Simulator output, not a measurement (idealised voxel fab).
Process module under the name voxel self aligned vias
It is cross-section cut that appears here, measuring 195 nm in width, its square cells being 5 nm in size.
This document writes a cross-section as a grid whose cells are square, and gives it as bands, listed from the top down; one or more rows of cells form a band. First you get the band's top height and its bottom height, in nm, and then the materials it's made of, left to right, with each width in nm. If you see a single material with "edge to edge", that one covers the band edge to edge. "air" is empty space. Heights from 0 (as-received wafer is one material below). Bottom band endless downward, as "0 nm and below". A two-number width, for instance "30 to 40", indicates that the width is equal to the first number in the top row of the band and to the second number in the bottom row, and that it changes by a constant amount per row of cells. Where a step carries "stayed the same", the cross-section came out of it unchanged, cell for cell. The label "Tabulated closed voids" introduces a list of the empty spaces, 8 cells or larger, that have no open way up to the top; each entry in it reads width x height at distance, where the distance is taken from the left edge and all three are stated in nm. Where a step's line continues beyond its settings, the continuation is a remark by the simulator itself on that step. overlay nm: how far to the right of its planned place the mask lay on this masked step (negative: to the left). Note on reading: below, each pair holds a cross-section from before one process step and one from after it; the one from after shows only down to the lowest band that changed. Beneath the pair, the step in between is stated along with its settings. The pairs can stem from different runs of this module on the same starting wafer. Where a pair's entry headed "before" says so, and only there, that pair continues from the pair above it.

### before
- 0 nm and below: Si edge to edge
- Tabulated closed voids: none

### after
- 10 nm to 0 nm: SiO2 edge to edge
- At heights below 0, the structure remains unaltered.
- Tabulated closed voids: none
The two cross-sections above are separated by a single process step, namely CONFORMAL_DEP (material SiO2; thk nm 10)

before: Reference is made to the cross-section shown after the step in the pair directly above, which represents the state prior to this step.

### after
- 15 nm to 10 nm: SiCN edge to edge
- At heights below 10, the structure remains unaltered.
- Tabulated closed voids: none
The two cross-sections above are separated by a single process step, namely CONFORMAL_DEP (material SiCN; thk nm 5)

before: Reference is made to the cross-section shown after the step in the pair directly above, which represents the state prior to this step.

### after
- 45 nm to 15 nm: SiO2 edge to edge
- At heights below 15, the structure remains unaltered.
- Tabulated closed voids: none
The two cross-sections above are separated by a single process step, namely DIRECTIONAL_DEP (material SiO2; thk nm 30)

before: Reference is made to the cross-section shown after the step in the pair directly above, which represents the state prior to this step.

### after
- 45 nm to 15 nm: 55 SiO2 / 20 air / 40 SiO2 / 20 air / 60 SiO2
- At heights below 15, the structure remains unaltered.
- Tabulated closed voids: none
The two cross-sections above are separated by a single process step, namely MASKED_ETCH (tone open; mask id LINES; width nm 20; pitch nm 60; etch materials SiO2; depth nm 30; overlay nm 0)

before: Reference is made to the cross-section shown after the step in the pair directly above, which represents the state prior to this step.

### after
- 50 nm to 45 nm: 60 TiN / 10 air / 50 TiN / 10 air / 65 TiN
- 45 nm to 20 nm: 55 SiO2 / 5 TiN / 10 air / 5 TiN / 40 SiO2 / 5 TiN / 10 air / 5 TiN / 60 SiO2
- 20 nm to 15 nm: 55 SiO2 / 20 TiN / 40 SiO2 / 20 TiN / 60 SiO2
- At heights below 15, the structure remains unaltered.
- Tabulated closed voids: none
The two cross-sections above are separated by a single process step, namely CONFORMAL_DEP (material TiN; thk nm 5)

before: Reference is made to the cross-section shown after the step in the pair directly above, which represents the state prior to this step.

### after
- 60 nm to 50 nm: Ru edge to edge
- 50 nm to 45 nm: 60 TiN / 10 Ru / 50 TiN / 10 Ru / 65 TiN
- 45 nm to 20 nm: 55 SiO2 / 5 TiN / 10 Ru / 5 TiN / 40 SiO2 / 5 TiN / 10 Ru / 5 TiN / 60 SiO2
- At heights below 20, the structure remains unaltered.
- Tabulated closed voids: none
The two cross-sections above are separated by a single process step, namely FILL_DEP (material Ru; thk nm 10)

before: Reference is made to the cross-section shown after the step in the pair directly above, which represents the state prior to this step.

### after
- 45 nm to 20 nm: 55 SiO2 / 5 TiN / 10 Ru / 5 TiN / 40 SiO2 / 5 TiN / 10 Ru / 5 TiN / 60 SiO2
- At heights below 20, the structure remains unaltered.
- Tabulated closed voids: none
The two cross-sections above are separated by a single process step, namely CMP (height nm 45)

before: Reference is made to the cross-section shown after the step in the pair directly above, which represents the state prior to this step.

### after
- 45 nm to 40 nm: 55 SiO2 / 20 air / 40 SiO2 / 20 air / 60 SiO2
- At heights below 40, the structure remains unaltered.
- Tabulated closed voids: none
The two cross-sections above are separated by a single process step, namely SELECTIVE_ETCH (etch materials W Ru TiN; depth nm 5)

before: Reference is made to the cross-section shown after the step in the pair directly above, which represents the state prior to this step.

### after
- 50 nm to 45 nm: SiN edge to edge
- 45 nm to 40 nm: 55 SiO2 / 20 SiN / 40 SiO2 / 20 SiN / 60 SiO2
- At heights below 40, the structure remains unaltered.
- Tabulated closed voids: none
The two cross-sections above are separated by a single process step, namely FILL_DEP (material SiN; thk nm 5)

before: Reference is made to the cross-section shown after the step in the pair directly above, which represents the state prior to this step.

### after
- 45 nm to 40 nm: 55 SiO2 / 20 SiN / 40 SiO2 / 20 SiN / 60 SiO2
- At heights below 40, the structure remains unaltered.
- Tabulated closed voids: none
The two cross-sections above are separated by a single process step, namely CMP (height nm 45)

before: Reference is made to the cross-section shown after the step in the pair directly above, which represents the state prior to this step.

### after
- 65 nm to 45 nm: SiO2 edge to edge
- At heights below 45, the structure remains unaltered.
- Tabulated closed voids: none
The two cross-sections above are separated by a single process step, namely DIRECTIONAL_DEP (material SiO2; thk nm 20)

before: Reference is made to the cross-section shown after the step in the pair directly above, which represents the state prior to this step.

### after
- 75 nm to 65 nm: aC edge to edge
- At heights below 65, the structure remains unaltered.
- Tabulated closed voids: none
The two cross-sections above are separated by a single process step, namely DIRECTIONAL_DEP (material aC; thk nm 10)

before: Reference is made to the cross-section shown after the step in the pair directly above, which represents the state prior to this step.

### after
- 105 nm to 75 nm: 45 resist / 40 air / 20 resist / 40 air / 50 resist
- At heights below 75, the structure remains unaltered.
- Tabulated closed voids: none
The two cross-sections above are separated by a single process step, namely PATTERN (tone open; mask id VIAS; material resist; width nm 40; pitch nm 60; thk nm 30; overlay nm 0)

before: Reference is made to the cross-section shown after the step in the pair directly above, which represents the state prior to this step.

### after
- 95 nm to 75 nm: 45 resist / 40 air / 20 resist / 40 air / 50 resist
- 75 nm to 65 nm: 45 aC / 40 air / 20 aC / 40 air / 50 aC
- At heights below 65, the structure remains unaltered.
- Tabulated closed voids: none
The two cross-sections above are separated by a single process step, namely DIRECTIONAL_ETCH (etch materials aC; depth nm 10)

before: Reference is made to the cross-section shown after the step in the pair directly above, which represents the state prior to this step.

### after
- 75 nm to 65 nm: 45 aC / 40 air / 20 aC / 40 air / 50 aC
- At heights below 65, the structure remains unaltered.
- Tabulated closed voids: none
The two cross-sections above are separated by a single process step, namely STRIP (etch materials resist)

before: Reference is made to the cross-section shown after the step in the pair directly above, which represents the state prior to this step.

### after
- 75 nm to 65 nm: 45 aC / 40 air / 20 aC / 40 air / 50 aC
- 65 nm to 45 nm: 45 SiO2 / 40 air / 20 SiO2 / 40 air / 50 SiO2
- At heights below 45, the structure remains unaltered.
- Tabulated closed voids: none
The two cross-sections above are separated by a single process step, namely DIRECTIONAL_ETCH (etch materials SiO2; depth nm 20)

before: Reference is made to the cross-section shown after the step in the pair directly above, which represents the state prior to this step.

### after
- 75 nm to 65 nm: 45 aC / 40 air / 20 aC / 40 air / 50 aC
- 65 nm to 45 nm: 45 SiO2 / 40 air / 20 SiO2 / 40 air / 50 SiO2
- 45 nm to 40 nm: 55 SiO2 / 20 air / 40 SiO2 / 20 air / 60 SiO2
- At heights below 40, the structure remains unaltered.
- Tabulated closed voids: none
The two cross-sections above are separated by a single process step, namely DIRECTIONAL_ETCH (etch materials SiN; depth nm 5)

before: Reference is made to the cross-section shown after the step in the pair directly above, which represents the state prior to this step.

### after
- 65 nm to 45 nm: 45 SiO2 / 40 air / 20 SiO2 / 40 air / 50 SiO2
- At heights below 45, the structure remains unaltered.
- Tabulated closed voids: none
The two cross-sections above are separated by a single process step, namely STRIP (etch materials aC)

before: Reference is made to the cross-section shown after the step in the pair directly above, which represents the state prior to this step.

### after
- 70 nm to 65 nm: 50 TiN / 30 air / 30 TiN / 30 air / 55 TiN
- 65 nm to 50 nm: 45 SiO2 / 5 TiN / 30 air / 5 TiN / 20 SiO2 / 5 TiN / 30 air / 5 TiN / 50 SiO2
- 50 nm to 45 nm: 45 SiO2 / 15 TiN / 10 air / 15 TiN / 20 SiO2 / 15 TiN / 10 air / 15 TiN / 50 SiO2
- 45 nm to 40 nm: 55 SiO2 / 20 TiN / 40 SiO2 / 20 TiN / 60 SiO2
- At heights below 40, the structure remains unaltered.
- Tabulated closed voids: none
The two cross-sections above are separated by a single process step, namely CONFORMAL_DEP (material TiN; thk nm 5)

before: Reference is made to the cross-section shown after the step in the pair directly above, which represents the state prior to this step.

### after
- 80 nm to 70 nm: W edge to edge
- 70 nm to 65 nm: 50 TiN / 30 W / 30 TiN / 30 W / 55 TiN
- 65 nm to 50 nm: 45 SiO2 / 5 TiN / 30 W / 5 TiN / 20 SiO2 / 5 TiN / 30 W / 5 TiN / 50 SiO2
- 50 nm to 45 nm: 45 SiO2 / 15 TiN / 10 W / 15 TiN / 20 SiO2 / 15 TiN / 10 W / 15 TiN / 50 SiO2
- At heights below 45, the structure remains unaltered.
- Tabulated closed voids: none
The two cross-sections above are separated by a single process step, namely FILL_DEP (material W; thk nm 10)

before: Reference is made to the cross-section shown after the step in the pair directly above, which represents the state prior to this step.

### after
- 65 nm to 50 nm: 45 SiO2 / 5 TiN / 30 W / 5 TiN / 20 SiO2 / 5 TiN / 30 W / 5 TiN / 50 SiO2
- At heights below 50, the structure remains unaltered.
- Tabulated closed voids: none
The two cross-sections above are separated by a single process step, namely CMP (height nm 65)

before: Reference is made to the cross-section shown after the step in the pair directly above, which represents the state prior to this step.

### after
- 70 nm to 65 nm: SiCN edge to edge
- At heights below 65, the structure remains unaltered.
- Tabulated closed voids: none
The two cross-sections above are separated by a single process step, namely CONFORMAL_DEP (material SiCN; thk nm 5)

### before
- 0 nm and below: Si edge to edge
- Tabulated closed voids: none

### after
- 5 nm to 0 nm: SiCN edge to edge
- At heights below 0, the structure remains unaltered.
- Tabulated closed voids: none
The two cross-sections above are separated by a single process step, namely CONFORMAL_DEP (material SiCN; thk nm 5)

before: Reference is made to the cross-section shown after the step in the pair directly above, which represents the state prior to this step.

### after
- 35 nm to 5 nm: SiO2 edge to edge
- At heights below 5, the structure remains unaltered.
- Tabulated closed voids: none
The two cross-sections above are separated by a single process step, namely DIRECTIONAL_DEP (material SiO2; thk nm 30)

before: Reference is made to the cross-section shown after the step in the pair directly above, which represents the state prior to this step.

### after
- 35 nm to 5 nm: 55 SiO2 / 20 air / 40 SiO2 / 20 air / 60 SiO2
- At heights below 5, the structure remains unaltered.
- Tabulated closed voids: none
The two cross-sections above are separated by a single process step, namely MASKED_ETCH (tone open; mask id LINES; width nm 20; pitch nm 60; etch materials SiO2; depth nm 30; overlay nm 0)

before: Reference is made to the cross-section shown after the step in the pair directly above, which represents the state prior to this step.

### after
- 40 nm to 35 nm: 60 TiN / 10 air / 50 TiN / 10 air / 65 TiN
- 35 nm to 10 nm: 55 SiO2 / 5 TiN / 10 air / 5 TiN / 40 SiO2 / 5 TiN / 10 air / 5 TiN / 60 SiO2
- 10 nm to 5 nm: 55 SiO2 / 20 TiN / 40 SiO2 / 20 TiN / 60 SiO2
- At heights below 5, the structure remains unaltered.
- Tabulated closed voids: none
The two cross-sections above are separated by a single process step, namely CONFORMAL_DEP (material TiN; thk nm 5)

before: Reference is made to the cross-section shown after the step in the pair directly above, which represents the state prior to this step.

### after
- 50 nm to 40 nm: Ru edge to edge
- 40 nm to 35 nm: 60 TiN / 10 Ru / 50 TiN / 10 Ru / 65 TiN
- 35 nm to 10 nm: 55 SiO2 / 5 TiN / 10 Ru / 5 TiN / 40 SiO2 / 5 TiN / 10 Ru / 5 TiN / 60 SiO2
- At heights below 10, the structure remains unaltered.
- Tabulated closed voids: none
The two cross-sections above are separated by a single process step, namely FILL_DEP (material Ru; thk nm 10)

before: Reference is made to the cross-section shown after the step in the pair directly above, which represents the state prior to this step.

### after
- 45 nm to 40 nm: Ru edge to edge
- At heights below 40, the structure remains unaltered.
- Tabulated closed voids: none
The two cross-sections above are separated by a single process step, namely CMP (height nm 45)

before: Reference is made to the cross-section shown after the step in the pair directly above, which represents the state prior to this step.

### after
- 40 nm to 35 nm: 60 TiN / 10 Ru / 50 TiN / 10 Ru / 65 TiN
- At heights below 35, the structure remains unaltered.
- Tabulated closed voids: none
The two cross-sections above are separated by a single process step, namely SELECTIVE_ETCH (etch materials W Ru TiN; depth nm 5)

before: Reference is made to the cross-section shown after the step in the pair directly above, which represents the state prior to this step.

### after
- 45 nm to 40 nm: SiN edge to edge
- At heights below 40, the structure remains unaltered.
- Tabulated closed voids: none
The two cross-sections above are separated by a single process step, namely FILL_DEP (material SiN; thk nm 5)

before: Reference is made to the cross-section shown after the step in the pair directly above, which represents the state prior to this step.

### after
- 65 nm to 45 nm: SiO2 edge to edge
- At heights below 45, the structure remains unaltered.
- Tabulated closed voids: none
The two cross-sections above are separated by a single process step, namely DIRECTIONAL_DEP (material SiO2; thk nm 20)

before: Reference is made to the cross-section shown after the step in the pair directly above, which represents the state prior to this step.

### after
- 75 nm to 65 nm: aC edge to edge
- At heights below 65, the structure remains unaltered.
- Tabulated closed voids: none
The two cross-sections above are separated by a single process step, namely DIRECTIONAL_DEP (material aC; thk nm 10)

before: Reference is made to the cross-section shown after the step in the pair directly above, which represents the state prior to this step.

### after
- 105 nm to 75 nm: 45 resist / 40 air / 20 resist / 40 air / 50 resist
- At heights below 75, the structure remains unaltered.
- Tabulated closed voids: none
The two cross-sections above are separated by a single process step, namely PATTERN (tone open; mask id VIAS; material resist; width nm 40; pitch nm 60; thk nm 30; overlay nm 0)

before: Reference is made to the cross-section shown after the step in the pair directly above, which represents the state prior to this step.

### after
- 95 nm to 75 nm: 45 resist / 40 air / 20 resist / 40 air / 50 resist
- 75 nm to 65 nm: 45 aC / 40 air / 20 aC / 40 air / 50 aC
- At heights below 65, the structure remains unaltered.
- Tabulated closed voids: none
The two cross-sections above are separated by a single process step, namely DIRECTIONAL_ETCH (etch materials aC; depth nm 10)

before: Reference is made to the cross-section shown after the step in the pair directly above, which represents the state prior to this step.

### after
- 75 nm to 65 nm: 45 aC / 40 air / 20 aC / 40 air / 50 aC
- At heights below 65, the structure remains unaltered.
- Tabulated closed voids: none
The two cross-sections above are separated by a single process step, namely STRIP (etch materials resist)

before: Reference is made to the cross-section shown after the step in the pair directly above, which represents the state prior to this step.

### after
- 75 nm to 65 nm: 45 aC / 40 air / 20 aC / 40 air / 50 aC
- 65 nm to 45 nm: 45 SiO2 / 40 air / 20 SiO2 / 40 air / 50 SiO2
- At heights below 45, the structure remains unaltered.
- Tabulated closed voids: none
The two cross-sections above are separated by a single process step, namely DIRECTIONAL_ETCH (etch materials SiO2; depth nm 20)

before: Reference is made to the cross-section shown after the step in the pair directly above, which represents the state prior to this step.

### after
- 75 nm to 65 nm: 45 aC / 40 air / 20 aC / 40 air / 50 aC
- 65 nm to 45 nm: 45 SiO2 / 40 air / 20 SiO2 / 40 air / 50 SiO2
- 45 nm to 40 nm: 45 SiN / 40 air / 20 SiN / 40 air / 50 SiN
- At heights below 40, the structure remains unaltered.
- Tabulated closed voids: none
The two cross-sections above are separated by a single process step, namely DIRECTIONAL_ETCH (etch materials SiN; depth nm 5)

before: Reference is made to the cross-section shown after the step in the pair directly above, which represents the state prior to this step.

### after
- 65 nm to 45 nm: 45 SiO2 / 40 air / 20 SiO2 / 40 air / 50 SiO2
- At heights below 45, the structure remains unaltered.
- Tabulated closed voids: none
The two cross-sections above are separated by a single process step, namely STRIP (etch materials aC)

before: Reference is made to the cross-section shown after the step in the pair directly above, which represents the state prior to this step.

### after
- 70 nm to 65 nm: 50 TiN / 30 air / 30 TiN / 30 air / 55 TiN
- 65 nm to 45 nm: 45 SiO2 / 5 TiN / 30 air / 5 TiN / 20 SiO2 / 5 TiN / 30 air / 5 TiN / 50 SiO2
- 45 nm to 40 nm: 45 SiN / 40 TiN / 20 SiN / 40 TiN / 50 SiN
- At heights below 40, the structure remains unaltered.
- Tabulated closed voids: none
The two cross-sections above are separated by a single process step, namely CONFORMAL_DEP (material TiN; thk nm 5)

before: Reference is made to the cross-section shown after the step in the pair directly above, which represents the state prior to this step.

### after
- 80 nm to 70 nm: W edge to edge
- 70 nm to 65 nm: 50 TiN / 30 W / 30 TiN / 30 W / 55 TiN
- 65 nm to 45 nm: 45 SiO2 / 5 TiN / 30 W / 5 TiN / 20 SiO2 / 5 TiN / 30 W / 5 TiN / 50 SiO2
- At heights below 45, the structure remains unaltered.
- Tabulated closed voids: none
The two cross-sections above are separated by a single process step, namely FILL_DEP (material W; thk nm 10)

before: Reference is made to the cross-section shown after the step in the pair directly above, which represents the state prior to this step.

### after
- 65 nm to 45 nm: 45 SiO2 / 5 TiN / 30 W / 5 TiN / 20 SiO2 / 5 TiN / 30 W / 5 TiN / 50 SiO2
- At heights below 45, the structure remains unaltered.
- Tabulated closed voids: none
The two cross-sections above are separated by a single process step, namely CMP (height nm 65)

before: Reference is made to the cross-section shown after the step in the pair directly above, which represents the state prior to this step.

### after
- 70 nm to 65 nm: SiCN edge to edge
- At heights below 65, the structure remains unaltered.
- Tabulated closed voids: none
The two cross-sections above are separated by a single process step, namely CONFORMAL_DEP (material SiCN; thk nm 5)

### before
- 75 nm to 65 nm: 45 aC / 40 air / 20 aC / 40 air / 50 aC
- 65 nm to 45 nm: 45 SiO2 / 40 air / 20 SiO2 / 40 air / 50 SiO2
- 45 nm to 40 nm: 55 SiO2 / 20 SiN / 40 SiO2 / 20 SiN / 60 SiO2
- 40 nm to 20 nm: 55 SiO2 / 5 TiN / 10 Ru / 5 TiN / 40 SiO2 / 5 TiN / 10 Ru / 5 TiN / 60 SiO2
- 20 nm to 15 nm: 55 SiO2 / 20 TiN / 40 SiO2 / 20 TiN / 60 SiO2
- 15 nm to 10 nm: SiCN edge to edge
- 10 nm to 0 nm: SiO2 edge to edge
- 0 nm and below: Si edge to edge
- Tabulated closed voids: none

### after
- 75 nm to 65 nm: 45 aC / 40 air / 20 aC / 40 air / 50 aC
- 65 nm to 45 nm: 45 SiO2 / 40 air / 20 SiO2 / 40 air / 50 SiO2
- 45 nm to 40 nm: 45 SiO2 / 10 air / 20 SiN / 10 air / 20 SiO2 / 10 air / 20 SiN / 10 air / 50 SiO2
- 40 nm to 25 nm: 45 SiO2 / 10 air / 5 TiN / 10 Ru / 5 TiN / 10 air / 20 SiO2 / 10 air / 5 TiN / 10 Ru / 5 TiN / 10 air / 50 SiO2
- At heights below 25, the structure remains unaltered.
- Tabulated closed voids: none
The two cross-sections above are separated by a single process step, namely DIRECTIONAL_ETCH (etch materials SiO2; depth nm 20)

before: Reference is made to the cross-section shown after the step in the pair directly above, which represents the state prior to this step.

### after
- 75 nm to 65 nm: 45 aC / 40 air / 20 aC / 40 air / 50 aC
- 65 nm to 40 nm: 45 SiO2 / 40 air / 20 SiO2 / 40 air / 50 SiO2
- At heights below 40, the structure remains unaltered.
- Tabulated closed voids: none
The two cross-sections above are separated by a single process step, namely DIRECTIONAL_ETCH (etch materials SiN; depth nm 5)

before: Reference is made to the cross-section shown after the step in the pair directly above, which represents the state prior to this step.

### after
- 65 nm to 40 nm: 45 SiO2 / 40 air / 20 SiO2 / 40 air / 50 SiO2
- At heights below 40, the structure remains unaltered.
- Tabulated closed voids: none
The two cross-sections above are separated by a single process step, namely STRIP (etch materials aC)

before: Reference is made to the cross-section shown after the step in the pair directly above, which represents the state prior to this step.

### after
- 70 nm to 65 nm: 50 TiN / 30 air / 30 TiN / 30 air / 55 TiN
- 65 nm to 45 nm: 45 SiO2 / 5 TiN / 30 air / 5 TiN / 20 SiO2 / 5 TiN / 30 air / 5 TiN / 50 SiO2
- 45 nm to 40 nm: 45 SiO2 / 40 TiN / 20 SiO2 / 40 TiN / 50 SiO2
- 40 nm to 25 nm: 45 SiO2 / 15 TiN / 10 Ru / 15 TiN / 20 SiO2 / 15 TiN / 10 Ru / 15 TiN / 50 SiO2
- At heights below 25, the structure remains unaltered.
- Tabulated closed voids: none
The two cross-sections above are separated by a single process step, namely CONFORMAL_DEP (material TiN; thk nm 5)

before: Reference is made to the cross-section shown after the step in the pair directly above, which represents the state prior to this step.

### after
- 80 nm to 70 nm: W edge to edge
- 70 nm to 65 nm: 50 TiN / 30 W / 30 TiN / 30 W / 55 TiN
- 65 nm to 45 nm: 45 SiO2 / 5 TiN / 30 W / 5 TiN / 20 SiO2 / 5 TiN / 30 W / 5 TiN / 50 SiO2
- At heights below 45, the structure remains unaltered.
- Tabulated closed voids: none
The two cross-sections above are separated by a single process step, namely FILL_DEP (material W; thk nm 10)

before: Reference is made to the cross-section shown after the step in the pair directly above, which represents the state prior to this step.

### after
- 65 nm to 45 nm: 45 SiO2 / 5 TiN / 30 W / 5 TiN / 20 SiO2 / 5 TiN / 30 W / 5 TiN / 50 SiO2
- At heights below 45, the structure remains unaltered.
- Tabulated closed voids: none
The two cross-sections above are separated by a single process step, namely CMP (height nm 65)

before: Reference is made to the cross-section shown after the step in the pair directly above, which represents the state prior to this step.

### after
- 70 nm to 65 nm: SiCN edge to edge
- At heights below 65, the structure remains unaltered.
- Tabulated closed voids: none
The two cross-sections above are separated by a single process step, namely CONFORMAL_DEP (material SiCN; thk nm 5)

### before
- 10 nm to 0 nm: SiO2 edge to edge
- 0 nm and below: Si edge to edge
- Tabulated closed voids: none

### after
- 40 nm to 0 nm: SiO2 edge to edge
- At heights below 0, the structure remains unaltered.
- Tabulated closed voids: none
The two cross-sections above are separated by a single process step, namely DIRECTIONAL_DEP (material SiO2; thk nm 30)

before: Reference is made to the cross-section shown after the step in the pair directly above, which represents the state prior to this step.

### after
- 45 nm to 40 nm: SiCN edge to edge
- At heights below 40, the structure remains unaltered.
- Tabulated closed voids: none
The two cross-sections above are separated by a single process step, namely CONFORMAL_DEP (material SiCN; thk nm 5)

before: Reference is made to the cross-section shown after the step in the pair directly above, which represents the state prior to this step.

### after
- 50 nm to 45 nm: TiN edge to edge
- At heights below 45, the structure remains unaltered.
- Tabulated closed voids: none
The two cross-sections above are separated by a single process step, namely CONFORMAL_DEP (material TiN; thk nm 5)

before: Reference is made to the cross-section shown after the step in the pair directly above, which represents the state prior to this step.

### after
- 60 nm to 50 nm: Ru edge to edge
- At heights below 50, the structure remains unaltered.
- Tabulated closed voids: none
The two cross-sections above are separated by a single process step, namely FILL_DEP (material Ru; thk nm 10)

before: Reference is made to the cross-section shown after the step in the pair directly above, which represents the state prior to this step.

### after
- 45 nm to 40 nm: SiCN edge to edge
- At heights below 40, the structure remains unaltered.
- Tabulated closed voids: none
The two cross-sections above are separated by a single process step, namely CMP (height nm 45)

before: Reference is made to the cross-section shown after the step in the pair directly above, which represents the state prior to this step.

### after
- 50 nm to 45 nm: SiN edge to edge
- At heights below 45, the structure remains unaltered.
- Tabulated closed voids: none
The two cross-sections above are separated by a single process step, namely FILL_DEP (material SiN; thk nm 5)

before: Reference is made to the cross-section shown after the step in the pair directly above, which represents the state prior to this step.

### after
- 45 nm to 40 nm: SiCN edge to edge
- At heights below 40, the structure remains unaltered.
- Tabulated closed voids: none
The two cross-sections above are separated by a single process step, namely CMP (height nm 45)

before: Reference is made to the cross-section shown after the step in the pair directly above, which represents the state prior to this step.

### after
- 65 nm to 45 nm: SiO2 edge to edge
- At heights below 45, the structure remains unaltered.
- Tabulated closed voids: none
The two cross-sections above are separated by a single process step, namely DIRECTIONAL_DEP (material SiO2; thk nm 20)

before: Reference is made to the cross-section shown after the step in the pair directly above, which represents the state prior to this step.

### after
- 75 nm to 65 nm: aC edge to edge
- At heights below 65, the structure remains unaltered.
- Tabulated closed voids: none
The two cross-sections above are separated by a single process step, namely DIRECTIONAL_DEP (material aC; thk nm 10)

before: Reference is made to the cross-section shown after the step in the pair directly above, which represents the state prior to this step.

### after
- 105 nm to 75 nm: 45 resist / 40 air / 20 resist / 40 air / 50 resist
- At heights below 75, the structure remains unaltered.
- Tabulated closed voids: none
The two cross-sections above are separated by a single process step, namely PATTERN (tone open; mask id VIAS; material resist; width nm 40; pitch nm 60; thk nm 30; overlay nm 0)

before: Reference is made to the cross-section shown after the step in the pair directly above, which represents the state prior to this step.

### after
- 95 nm to 75 nm: 45 resist / 40 air / 20 resist / 40 air / 50 resist
- 75 nm to 65 nm: 45 aC / 40 air / 20 aC / 40 air / 50 aC
- At heights below 65, the structure remains unaltered.
- Tabulated closed voids: none
The two cross-sections above are separated by a single process step, namely DIRECTIONAL_ETCH (etch materials aC; depth nm 10)

before: Reference is made to the cross-section shown after the step in the pair directly above, which represents the state prior to this step.

### after
- 75 nm to 65 nm: 45 aC / 40 air / 20 aC / 40 air / 50 aC
- At heights below 65, the structure remains unaltered.
- Tabulated closed voids: none
The two cross-sections above are separated by a single process step, namely STRIP (etch materials resist)

before: Reference is made to the cross-section shown after the step in the pair directly above, which represents the state prior to this step.

### after
- 75 nm to 65 nm: 45 aC / 40 air / 20 aC / 40 air / 50 aC
- 65 nm to 45 nm: 45 SiO2 / 40 air / 20 SiO2 / 40 air / 50 SiO2
- At heights below 45, the structure remains unaltered.
- Tabulated closed voids: none
The two cross-sections above are separated by a single process step, namely DIRECTIONAL_ETCH (etch materials SiO2; depth nm 20)

before: Reference is made to the cross-section shown after the step in the pair directly above, which represents the state prior to this step.

### after
- 65 nm to 45 nm: 45 SiO2 / 40 air / 20 SiO2 / 40 air / 50 SiO2
- At heights below 45, the structure remains unaltered.
- Tabulated closed voids: none
The two cross-sections above are separated by a single process step, namely STRIP (etch materials aC)

before: Reference is made to the cross-section shown after the step in the pair directly above, which represents the state prior to this step.

### after
- 70 nm to 65 nm: 50 TiN / 30 air / 30 TiN / 30 air / 55 TiN
- 65 nm to 50 nm: 45 SiO2 / 5 TiN / 30 air / 5 TiN / 20 SiO2 / 5 TiN / 30 air / 5 TiN / 50 SiO2
- 50 nm to 45 nm: 45 SiO2 / 40 TiN / 20 SiO2 / 40 TiN / 50 SiO2
- At heights below 45, the structure remains unaltered.
- Tabulated closed voids: none
The two cross-sections above are separated by a single process step, namely CONFORMAL_DEP (material TiN; thk nm 5)

before: Reference is made to the cross-section shown after the step in the pair directly above, which represents the state prior to this step.

### after
- 80 nm to 70 nm: W edge to edge
- 70 nm to 65 nm: 50 TiN / 30 W / 30 TiN / 30 W / 55 TiN
- 65 nm to 50 nm: 45 SiO2 / 5 TiN / 30 W / 5 TiN / 20 SiO2 / 5 TiN / 30 W / 5 TiN / 50 SiO2
- At heights below 50, the structure remains unaltered.
- Tabulated closed voids: none
The two cross-sections above are separated by a single process step, namely FILL_DEP (material W; thk nm 10)

before: Reference is made to the cross-section shown after the step in the pair directly above, which represents the state prior to this step.

### after
- 65 nm to 50 nm: 45 SiO2 / 5 TiN / 30 W / 5 TiN / 20 SiO2 / 5 TiN / 30 W / 5 TiN / 50 SiO2
- At heights below 50, the structure remains unaltered.
- Tabulated closed voids: none
The two cross-sections above are separated by a single process step, namely CMP (height nm 65)

before: Reference is made to the cross-section shown after the step in the pair directly above, which represents the state prior to this step.

### after
- 70 nm to 65 nm: SiCN edge to edge
- At heights below 65, the structure remains unaltered.
- Tabulated closed voids: none
The two cross-sections above are separated by a single process step, namely CONFORMAL_DEP (material SiCN; thk nm 5)

### before
- 10 nm to 0 nm: SiO2 edge to edge
- 0 nm and below: Si edge to edge
- Tabulated closed voids: none

### after
- 25 nm to 10 nm: SiCN edge to edge
- At heights below 10, the structure remains unaltered.
- Tabulated closed voids: none
The two cross-sections above are separated by a single process step, namely CONFORMAL_DEP (material SiCN; thk nm 15)

before: Reference is made to the cross-section shown after the step in the pair directly above, which represents the state prior to this step.

### after
- 55 nm to 25 nm: SiO2 edge to edge
- At heights below 25, the structure remains unaltered.
- Tabulated closed voids: none
The two cross-sections above are separated by a single process step, namely DIRECTIONAL_DEP (material SiO2; thk nm 30)

before: Reference is made to the cross-section shown after the step in the pair directly above, which represents the state prior to this step.

### after
- 55 nm to 25 nm: 55 SiO2 / 20 air / 40 SiO2 / 20 air / 60 SiO2
- At heights below 25, the structure remains unaltered.
- Tabulated closed voids: none
The two cross-sections above are separated by a single process step, namely MASKED_ETCH (tone open; mask id LINES; width nm 20; pitch nm 60; etch materials SiO2; depth nm 30; overlay nm 0)

before: Reference is made to the cross-section shown after the step in the pair directly above, which represents the state prior to this step.

### after
- 60 nm to 55 nm: 60 TiN / 10 air / 50 TiN / 10 air / 65 TiN
- 55 nm to 30 nm: 55 SiO2 / 5 TiN / 10 air / 5 TiN / 40 SiO2 / 5 TiN / 10 air / 5 TiN / 60 SiO2
- 30 nm to 25 nm: 55 SiO2 / 20 TiN / 40 SiO2 / 20 TiN / 60 SiO2
- At heights below 25, the structure remains unaltered.
- Tabulated closed voids: none
The two cross-sections above are separated by a single process step, namely CONFORMAL_DEP (material TiN; thk nm 5)

before: Reference is made to the cross-section shown after the step in the pair directly above, which represents the state prior to this step.

### after
- 70 nm to 60 nm: Ru edge to edge
- 60 nm to 55 nm: 60 TiN / 10 Ru / 50 TiN / 10 Ru / 65 TiN
- 55 nm to 30 nm: 55 SiO2 / 5 TiN / 10 Ru / 5 TiN / 40 SiO2 / 5 TiN / 10 Ru / 5 TiN / 60 SiO2
- At heights below 30, the structure remains unaltered.
- Tabulated closed voids: none
The two cross-sections above are separated by a single process step, namely FILL_DEP (material Ru; thk nm 10)

before: Reference is made to the cross-section shown after the step in the pair directly above, which represents the state prior to this step.

### after
- 45 nm to 30 nm: 55 SiO2 / 5 TiN / 10 Ru / 5 TiN / 40 SiO2 / 5 TiN / 10 Ru / 5 TiN / 60 SiO2
- At heights below 30, the structure remains unaltered.
- Tabulated closed voids: none
The two cross-sections above are separated by a single process step, namely CMP (height nm 45)

before: Reference is made to the cross-section shown after the step in the pair directly above, which represents the state prior to this step.

### after
- 45 nm to 40 nm: 55 SiO2 / 20 air / 40 SiO2 / 20 air / 60 SiO2
- At heights below 40, the structure remains unaltered.
- Tabulated closed voids: none
The two cross-sections above are separated by a single process step, namely SELECTIVE_ETCH (etch materials W Ru TiN; depth nm 5)
